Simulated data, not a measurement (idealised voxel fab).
Process module name: voxel lift off
Square cell edge 5 nm, section width 155 nm, ID cut.
A cross-section in this document is a grid of square cells, and it is written down as bands, the top band listed before the ones below it; a band is made up of one or more rows of cells. Heads up on the band format: heights come first, top then bottom, in nm. After that it's the materials left to right, each with its width in nm. A single material flagged "all across" fills the whole band edge to edge, and "air" means there's empty space there. Heights are expressed relative to 0, this being the level below which the as-received wafer comprises one material exclusively. The lowest band is unbounded in the downward direction and is denoted as in "0 and below". A width such as "30 to 40" changes by the same amount from each row of cells to the next, from the band's top row to its bottom row. Reading "nothing different" for a step: not a cell of the cross-section changed in it. The entry "Enclosed internal voids" lists the empty spaces that cover at least 8 cells and have no open path to the top. Each is written as width x height at distance, where the distance is measured from the left edge and all three values are in nm. Whatever follows a step's settings on its line is a remark the simulator itself makes about that step. Among the settings permitted on a step's line is "overlay nm"; applied to a step with a mask, it specifies the extent to which the mask lay to the right of its planned position, whereas a negative figure signifies a position to the left.
The following list gives the planned process steps:
1,RECEIVE,material Si
2,CONFORMAL_DEP,material Al2O3,thk nm 5
3,PATTERN,tone open,mask id LINES,material resist,width nm 15,pitch nm 30,thk nm 25,overlay nm -10
4,DIRECTIONAL_DEP,material Ru,thk nm 15
5,STRIP,etch materials resist
6,CONFORMAL_DEP,material SiO2,thk nm 5
The plan's step 3 overlay nm is the first wafer's value; the wafers differ in this setting and start identical.
Here's the first of the wafers in cross-section, just as we got it, i.e. after step 1:
* 0 and below  Si all across
* Enclosed internal voids: none
First of several wafers in cross-section at module end, following the final step, step 6:
* 25 down to 20  10 nm air, then 25 nm SiO2, then 5 nm air, then 25 nm SiO2, then 5 nm air, then 25 nm SiO2, then 5 nm air, then 25 nm SiO2, then 30 nm air
* 20 down to 10  10 nm air, then 5 nm SiO2, then 15 nm Ru, then 5 nm SiO2, then 5 nm air, then 5 nm SiO2, then 15 nm Ru, then 5 nm SiO2, then 5 nm air, then 5 nm SiO2, then 15 nm Ru, then 5 nm SiO2, then 5 nm air, then 5 nm SiO2, then 15 nm Ru, then 5 nm SiO2, then 30 nm air
* 10 down to 5  15 nm SiO2, then 15 nm Ru, then 15 nm SiO2, then 15 nm Ru, then 15 nm SiO2, then 15 nm Ru, then 15 nm SiO2, then 15 nm Ru, then 35 nm SiO2
* 5 down to 0  Al2O3 all across
* 0 and below  Si all across
* Enclosed internal voids: none
Cross-sectional depiction of the last of several wafers upon completion of the module:
* 25 down to 20  30 nm air, then 25 nm SiO2, then 5 nm air, then 25 nm SiO2, then 5 nm air, then 25 nm SiO2, then 5 nm air, then 25 nm SiO2, then 10 nm air
* 20 down to 10  30 nm air, then 5 nm SiO2, then 15 nm Ru, then 5 nm SiO2, then 5 nm air, then 5 nm SiO2, then 15 nm Ru, then 5 nm SiO2, then 5 nm air, then 5 nm SiO2, then 15 nm Ru, then 5 nm SiO2, then 5 nm air, then 5 nm SiO2, then 15 nm Ru, then 5 nm SiO2, then 10 nm air
* 10 down to 5  35 nm SiO2, then 15 nm Ru, then 15 nm SiO2, then 15 nm Ru, then 15 nm SiO2, then 15 nm Ru, then 15 nm SiO2, then 15 nm Ru, then 15 nm SiO2
* 5 down to 0  Al2O3 all across
* 0 and below  Si all across
* Enclosed internal voids: none
Below is a per-wafer table. In it, each row describes the wafer at the end of the module by giving, for each material, the number of cells gained (+) or lost (-) since the wafer was received, and after that the closed voids of the wafer:
overlay nm -10 | +31 Al2O3 | +36 Ru | +55 SiO2 | Enclosed internal voids: none
overlay nm -5 | +31 Al2O3 | +36 Ru | +55 SiO2 | Enclosed internal voids: none
overlay nm 0 | +31 Al2O3 | +36 Ru | +55 SiO2 | Enclosed internal voids: none
overlay nm 5 | +31 Al2O3 | +36 Ru | +55 SiO2 | Enclosed internal voids: none
overlay nm 10 | +31 Al2O3 | +36 Ru | +55 SiO2 | Enclosed internal voids: none
